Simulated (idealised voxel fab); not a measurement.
Process module in this document: voxel wiring stack
Xsec cut, 175 nm wide, square cell size 5 nm.
Square cells in a grid make up a cross-section in this document, and the grid is given as bands, listed from the top down, each one or more rows of cells. Per band: top height and bottom height in nm, followed by the left-to-right materials and their widths in nm; "everywhere" marks a single material spanning edge to edge, "air" marks empty space. Heads up on the height convention: 0 is the point under which the incoming wafer is all one material, and the lowest band has no bottom, it just keeps going down, like "0 nm and below". Width: "30->40" (first number = top row, second number = bottom row, same change from row to row of cells). Basically "everything unchanged" means that step didn't change any cell in the cross-section. Under "Closed void listing" you'll find the enclosed gaps, the ones with no way out to the top, that are 8 cells or bigger; each reads width x height at distance, with distance counted from the left edge, everything in nm. On a step's line, text after the settings is the simulator commenting on that step. overlay nm: for a step with a mask, the amount by which the mask lay right of where it was planned; a negative amount means left of it.
Below is the list of planned process steps
1: RECEIVE,material Si
2: CONFORMAL_DEP,material SiO2,thk nm 10
3: DIRECTIONAL_DEP,material TiN,thk nm 5
4: DIRECTIONAL_DEP,material W,thk nm 15
5: PATTERN,tone cover,mask id METAL_1,material resist,width nm 30,pitch nm 55,thk nm 15,overlay nm 0
6: DIRECTIONAL_ETCH,etch materials W,depth nm 15
7: DIRECTIONAL_ETCH,etch materials TiN,depth nm 5
8: STRIP,etch materials resist
9: FILL_DEP,material lowk,thk nm 5
10: CMP,height nm 30
11: CONFORMAL_DEP,material SiCN,thk nm 5
12: DIRECTIONAL_DEP,material SiO2,thk nm 35
13: PATTERN,tone open,mask id METAL_2,material resist,width nm 30,pitch nm 55,thk nm 20,overlay nm 0
14: DIRECTIONAL_ETCH,etch materials SiO2,depth nm 20
15: STRIP,etch materials resist
16: PATTERN,tone open,mask id METAL_2_HOLES,material resist,width nm 15,pitch nm 55,thk nm 20,overlay nm 0
17: DIRECTIONAL_ETCH,etch materials SiO2,depth nm 15
18: DIRECTIONAL_ETCH,etch materials SiCN,depth nm 5
19: STRIP,etch materials resist
20: CONFORMAL_DEP,material TiN,thk nm 5
21: FILL_DEP,material Cu,thk nm 5
22: CMP,height nm 70
23: CONFORMAL_DEP,material SiCN,thk nm 5
Below: the first of two wafers, run as planned
Cross-section: wafer on arrival = after step 1
* 0 nm and below = Si everywhere
* Closed void listing: none
The wafer, seen in cross-section, after step 2
* 10 nm to 0 nm = SiO2 everywhere
* Note: structure below 0 unchanged.
The wafer, seen in cross-section, after step 3
* 15 nm to 10 nm = TiN everywhere
* Note: structure below 10 unchanged.
The wafer, seen in cross-section, after step 4
* 30 nm to 15 nm = W everywhere
* Note: structure below 15 unchanged.
The wafer, seen in cross-section, after step 5
* 45 nm to 30 nm = 15 of air / 30 of resist / 25 of air / 30 of resist / 25 of air / 30 of resist / 20 of air
* Note: structure below 30 unchanged.
The wafer, seen in cross-section, after step 6
* 45 nm to 30 nm = 15 of air / 30 of resist / 25 of air / 30 of resist / 25 of air / 30 of resist / 20 of air
* 30 nm to 15 nm = 15 of air / 30 of W / 25 of air / 30 of W / 25 of air / 30 of W / 20 of air
* Note: structure below 15 unchanged.
The wafer, seen in cross-section, after step 7
* 45 nm to 30 nm = 15 of air / 30 of resist / 25 of air / 30 of resist / 25 of air / 30 of resist / 20 of air
* 30 nm to 15 nm = 15 of air / 30 of W / 25 of air / 30 of W / 25 of air / 30 of W / 20 of air
* 15 nm to 10 nm = 15 of air / 30 of TiN / 25 of air / 30 of TiN / 25 of air / 30 of TiN / 20 of air
* Note: structure below 10 unchanged.
The wafer, seen in cross-section, after step 8
* 30 nm to 15 nm = 15 of air / 30 of W / 25 of air / 30 of W / 25 of air / 30 of W / 20 of air
* Note: structure below 15 unchanged.
The wafer, seen in cross-section, after step 9
* 35 nm to 30 nm = lowk everywhere
* 30 nm to 15 nm = 15 of lowk / 30 of W / 25 of lowk / 30 of W / 25 of lowk / 30 of W / 20 of lowk
* 15 nm to 10 nm = 15 of lowk / 30 of TiN / 25 of lowk / 30 of TiN / 25 of lowk / 30 of TiN / 20 of lowk
* Note: structure below 10 unchanged.
The wafer, seen in cross-section, after step 10
* 30 nm to 15 nm = 15 of lowk / 30 of W / 25 of lowk / 30 of W / 25 of lowk / 30 of W / 20 of lowk
* Note: structure below 15 unchanged.
The wafer, seen in cross-section, after step 11
* 35 nm to 30 nm = SiCN everywhere
* Note: structure below 30 unchanged.
The wafer, seen in cross-section, after step 12
* 70 nm to 35 nm = SiO2 everywhere
* Note: structure below 35 unchanged.
The wafer, seen in cross-section, after step 13
* 90 nm to 70 nm = 15 of resist / 30 of air / 25 of resist / 30 of air / 25 of resist / 30 of air / 20 of resist
* Note: structure below 70 unchanged.
The wafer, seen in cross-section, after step 14
* 90 nm to 70 nm = 15 of resist / 30 of air / 25 of resist / 30 of air / 25 of resist / 30 of air / 20 of resist
* 70 nm to 50 nm = 15 of SiO2 / 30 of air / 25 of SiO2 / 30 of air / 25 of SiO2 / 30 of air / 20 of SiO2
* Note: structure below 50 unchanged.
The wafer, seen in cross-section, after step 15
* 70 nm to 50 nm = 15 of SiO2 / 30 of air / 25 of SiO2 / 30 of air / 25 of SiO2 / 30 of air / 20 of SiO2
* Note: structure below 50 unchanged.
The wafer, seen in cross-section, after step 16
* 90 nm to 70 nm = 15 of resist / 15 of air / 40 of resist / 15 of air / 40 of resist / 15 of air / 35 of resist
* 70 nm to 50 nm = 15 of SiO2 / 15 of air / 15 of resist / 25 of SiO2 / 15 of air / 15 of resist / 25 of SiO2 / 15 of air / 15 of resist / 20 of SiO2
* Note: structure below 50 unchanged.
The wafer, seen in cross-section, after step 17
* 90 nm to 70 nm = 15 of resist / 15 of air / 40 of resist / 15 of air / 40 of resist / 15 of air / 35 of resist
* 70 nm to 50 nm = 15 of SiO2 / 15 of air / 15 of resist / 25 of SiO2 / 15 of air / 15 of resist / 25 of SiO2 / 15 of air / 15 of resist / 20 of SiO2
* 50 nm to 35 nm = 15 of SiO2 / 15 of air / 40 of SiO2 / 15 of air / 40 of SiO2 / 15 of air / 35 of SiO2
* Note: structure below 35 unchanged.
The wafer, seen in cross-section, after step 18
* 90 nm to 70 nm = 15 of resist / 15 of air / 40 of resist / 15 of air / 40 of resist / 15 of air / 35 of resist
* 70 nm to 50 nm = 15 of SiO2 / 15 of air / 15 of resist / 25 of SiO2 / 15 of air / 15 of resist / 25 of SiO2 / 15 of air / 15 of resist / 20 of SiO2
* 50 nm to 35 nm = 15 of SiO2 / 15 of air / 40 of SiO2 / 15 of air / 40 of SiO2 / 15 of air / 35 of SiO2
* 35 nm to 30 nm = 15 of SiCN / 15 of air / 40 of SiCN / 15 of air / 40 of SiCN / 15 of air / 35 of SiCN
* Note: structure below 30 unchanged.
The wafer, seen in cross-section, after step 19
* 70 nm to 50 nm = 15 of SiO2 / 30 of air / 25 of SiO2 / 30 of air / 25 of SiO2 / 30 of air / 20 of SiO2
* Note: structure below 50 unchanged.
The wafer, seen in cross-section, after step 20
* 75 nm to 70 nm = 20 of TiN / 20 of air / 35 of TiN / 20 of air / 35 of TiN / 20 of air / 25 of TiN
* 70 nm to 55 nm = 15 of SiO2 / 5 of TiN / 20 of air / 5 of TiN / 25 of SiO2 / 5 of TiN / 20 of air / 5 of TiN / 25 of SiO2 / 5 of TiN / 20 of air / 5 of TiN / 20 of SiO2
* 55 nm to 50 nm = 15 of SiO2 / 5 of TiN / 5 of air / 20 of TiN / 25 of SiO2 / 5 of TiN / 5 of air / 20 of TiN / 25 of SiO2 / 5 of TiN / 5 of air / 20 of TiN / 20 of SiO2
* 50 nm to 35 nm = 15 of SiO2 / 5 of TiN / 5 of air / 5 of TiN / 40 of SiO2 / 5 of TiN / 5 of air / 5 of TiN / 40 of SiO2 / 5 of TiN / 5 of air / 5 of TiN / 35 of SiO2
* 35 nm to 30 nm = 15 of SiCN / 15 of TiN / 40 of SiCN / 15 of TiN / 40 of SiCN / 15 of TiN / 35 of SiCN
* Note: structure below 30 unchanged.
The wafer, seen in cross-section, after step 21
* 80 nm to 75 nm = Cu everywhere
* 75 nm to 70 nm = 20 of TiN / 20 of Cu / 35 of TiN / 20 of Cu / 35 of TiN / 20 of Cu / 25 of TiN
* 70 nm to 55 nm = 15 of SiO2 / 5 of TiN / 20 of Cu / 5 of TiN / 25 of SiO2 / 5 of TiN / 20 of Cu / 5 of TiN / 25 of SiO2 / 5 of TiN / 20 of Cu / 5 of TiN / 20 of SiO2
* 55 nm to 50 nm = 15 of SiO2 / 5 of TiN / 5 of Cu / 20 of TiN / 25 of SiO2 / 5 of TiN / 5 of Cu / 20 of TiN / 25 of SiO2 / 5 of TiN / 5 of Cu / 20 of TiN / 20 of SiO2
* 50 nm to 35 nm = 15 of SiO2 / 5 of TiN / 5 of Cu / 5 of TiN / 40 of SiO2 / 5 of TiN / 5 of Cu / 5 of TiN / 40 of SiO2 / 5 of TiN / 5 of Cu / 5 of TiN / 35 of SiO2
* Note: structure below 35 unchanged.
The wafer, seen in cross-section, after step 22
* 70 nm to 55 nm = 15 of SiO2 / 5 of TiN / 20 of Cu / 5 of TiN / 25 of SiO2 / 5 of TiN / 20 of Cu / 5 of TiN / 25 of SiO2 / 5 of TiN / 20 of Cu / 5 of TiN / 20 of SiO2
* Note: structure below 55 unchanged.
The wafer, seen in cross-section, after step 23
* 75 nm to 70 nm = SiCN everywhere
* Note: structure below 70 unchanged.
The second wafer began exactly as the first did and followed the same plan, but one mistake was made while running it; through step 1 inclusive, the two wafers are identical
Cross-section of the second wafer at the time step 2 of the plan should have ended
* 5 nm to 0 nm = TiN everywhere
* Note: structure below 0 unchanged.
Cross-section of the second wafer at the time step 3 of the plan should have ended
* 15 nm to 5 nm = SiO2 everywhere
* Note: structure below 5 unchanged.
Cross-section of the second wafer at the time step 4 of the plan should have ended
* 30 nm to 15 nm = W everywhere
* Note: structure below 15 unchanged.
Cross-section of the second wafer at the time step 5 of the plan should have ended
* 45 nm to 30 nm = 15 of air / 30 of resist / 25 of air / 30 of resist / 25 of air / 30 of resist / 20 of air
* Note: structure below 30 unchanged.
Cross-section of the second wafer at the time step 6 of the plan should have ended
* 45 nm to 30 nm = 15 of air / 30 of resist / 25 of air / 30 of resist / 25 of air / 30 of resist / 20 of air
* 30 nm to 15 nm = 15 of air / 30 of W / 25 of air / 30 of W / 25 of air / 30 of W / 20 of air
* Note: structure below 15 unchanged.
Cross-section of the second wafer at the time step 7 of the plan should have ended: everything unchanged
Cross-section of the second wafer at the time step 8 of the plan should have ended
* 30 nm to 15 nm = 15 of air / 30 of W / 25 of air / 30 of W / 25 of air / 30 of W / 20 of air
* Note: structure below 15 unchanged.
Cross-section of the second wafer at the time step 9 of the plan should have ended
* 35 nm to 30 nm = lowk everywhere
* 30 nm to 15 nm = 15 of lowk / 30 of W / 25 of lowk / 30 of W / 25 of lowk / 30 of W / 20 of lowk
* Note: structure below 15 unchanged.
Cross-section of the second wafer at the time step 10 of the plan should have ended
* 30 nm to 15 nm = 15 of lowk / 30 of W / 25 of lowk / 30 of W / 25 of lowk / 30 of W / 20 of lowk
* Note: structure below 15 unchanged.
Cross-section of the second wafer at the time step 11 of the plan should have ended
* 35 nm to 30 nm = SiCN everywhere
* Note: structure below 30 unchanged.
Cross-section of the second wafer at the time step 12 of the plan should have ended
* 70 nm to 35 nm = SiO2 everywhere
* Note: structure below 35 unchanged.
Cross-section of the second wafer at the time step 13 of the plan should have ended
* 90 nm to 70 nm = 15 of resist / 30 of air / 25 of resist / 30 of air / 25 of resist / 30 of air / 20 of resist
* Note: structure below 70 unchanged.
Cross-section of the second wafer at the time step 14 of the plan should have ended
* 90 nm to 70 nm = 15 of resist / 30 of air / 25 of resist / 30 of air / 25 of resist / 30 of air / 20 of resist
* 70 nm to 50 nm = 15 of SiO2 / 30 of air / 25 of SiO2 / 30 of air / 25 of SiO2 / 30 of air / 20 of SiO2
* Note: structure below 50 unchanged.
Cross-section of the second wafer at the time step 15 of the plan should have ended
* 70 nm to 50 nm = 15 of SiO2 / 30 of air / 25 of SiO2 / 30 of air / 25 of SiO2 / 30 of air / 20 of SiO2
* Note: structure below 50 unchanged.
Cross-section of the second wafer at the time step 16 of the plan should have ended
* 90 nm to 70 nm = 15 of resist / 15 of air / 40 of resist / 15 of air / 40 of resist / 15 of air / 35 of resist
* 70 nm to 50 nm = 15 of SiO2 / 15 of air / 15 of resist / 25 of SiO2 / 15 of air / 15 of resist / 25 of SiO2 / 15 of air / 15 of resist / 20 of SiO2
* Note: structure below 50 unchanged.
Cross-section of the second wafer at the time step 17 of the plan should have ended
* 90 nm to 70 nm = 15 of resist / 15 of air / 40 of resist / 15 of air / 40 of resist / 15 of air / 35 of resist
* 70 nm to 50 nm = 15 of SiO2 / 15 of air / 15 of resist / 25 of SiO2 / 15 of air / 15 of resist / 25 of SiO2 / 15 of air / 15 of resist / 20 of SiO2
* 50 nm to 35 nm = 15 of SiO2 / 15 of air / 40 of SiO2 / 15 of air / 40 of SiO2 / 15 of air / 35 of SiO2
* Note: structure below 35 unchanged.
Cross-section of the second wafer at the time step 18 of the plan should have ended
* 90 nm to 70 nm = 15 of resist / 15 of air / 40 of resist / 15 of air / 40 of resist / 15 of air / 35 of resist
* 70 nm to 50 nm = 15 of SiO2 / 15 of air / 15 of resist / 25 of SiO2 / 15 of air / 15 of resist / 25 of SiO2 / 15 of air / 15 of resist / 20 of SiO2
* 50 nm to 35 nm = 15 of SiO2 / 15 of air / 40 of SiO2 / 15 of air / 40 of SiO2 / 15 of air / 35 of SiO2
* 35 nm to 30 nm = 15 of SiCN / 15 of air / 40 of SiCN / 15 of air / 40 of SiCN / 15 of air / 35 of SiCN
* Note: structure below 30 unchanged.
Cross-section of the second wafer at the time step 19 of the plan should have ended
* 70 nm to 50 nm = 15 of SiO2 / 30 of air / 25 of SiO2 / 30 of air / 25 of SiO2 / 30 of air / 20 of SiO2
* Note: structure below 50 unchanged.
Cross-section of the second wafer at the time step 20 of the plan should have ended
* 75 nm to 70 nm = 20 of TiN / 20 of air / 35 of TiN / 20 of air / 35 of TiN / 20 of air / 25 of TiN
* 70 nm to 55 nm = 15 of SiO2 / 5 of TiN / 20 of air / 5 of TiN / 25 of SiO2 / 5 of TiN / 20 of air / 5 of TiN / 25 of SiO2 / 5 of TiN / 20 of air / 5 of TiN / 20 of SiO2
* 55 nm to 50 nm = 15 of SiO2 / 5 of TiN / 5 of air / 20 of TiN / 25 of SiO2 / 5 of TiN / 5 of air / 20 of TiN / 25 of SiO2 / 5 of TiN / 5 of air / 20 of TiN / 20 of SiO2
* 50 nm to 35 nm = 15 of SiO2 / 5 of TiN / 5 of air / 5 of TiN / 40 of SiO2 / 5 of TiN / 5 of air / 5 of TiN / 40 of SiO2 / 5 of TiN / 5 of air / 5 of TiN / 35 of SiO2
* 35 nm to 30 nm = 15 of SiCN / 15 of TiN / 40 of SiCN / 15 of TiN / 40 of SiCN / 15 of TiN / 35 of SiCN
* Note: structure below 30 unchanged.
Cross-section of the second wafer at the time step 21 of the plan should have ended
* 80 nm to 75 nm = Cu everywhere
* 75 nm to 70 nm = 20 of TiN / 20 of Cu / 35 of TiN / 20 of Cu / 35 of TiN / 20 of Cu / 25 of TiN
* 70 nm to 55 nm = 15 of SiO2 / 5 of TiN / 20 of Cu / 5 of TiN / 25 of SiO2 / 5 of TiN / 20 of Cu / 5 of TiN / 25 of SiO2 / 5 of TiN / 20 of Cu / 5 of TiN / 20 of SiO2
* 55 nm to 50 nm = 15 of SiO2 / 5 of TiN / 5 of Cu / 20 of TiN / 25 of SiO2 / 5 of TiN / 5 of Cu / 20 of TiN / 25 of SiO2 / 5 of TiN / 5 of Cu / 20 of TiN / 20 of SiO2
* 50 nm to 35 nm = 15 of SiO2 / 5 of TiN / 5 of Cu / 5 of TiN / 40 of SiO2 / 5 of TiN / 5 of Cu / 5 of TiN / 40 of SiO2 / 5 of TiN / 5 of Cu / 5 of TiN / 35 of SiO2
* Note: structure below 35 unchanged.
Cross-section of the second wafer at the time step 22 of the plan should have ended
* 70 nm to 55 nm = 15 of SiO2 / 5 of TiN / 20 of Cu / 5 of TiN / 25 of SiO2 / 5 of TiN / 20 of Cu / 5 of TiN / 25 of SiO2 / 5 of TiN / 20 of Cu / 5 of TiN / 20 of SiO2
* Note: structure below 55 unchanged.
Cross-section of the second wafer at the time step 23 of the plan should have ended
* 75 nm to 70 nm = SiCN everywhere
* Note: structure below 70 unchanged.
In executing the process, a mistake was made relative to the plan: mixed up steps 2 and 3 - ran each in the other's place
Per the end-of-run cell counts, the second wafer holds more or fewer of some materials than the first: TiN: 17 more; lowk: 17 fewer
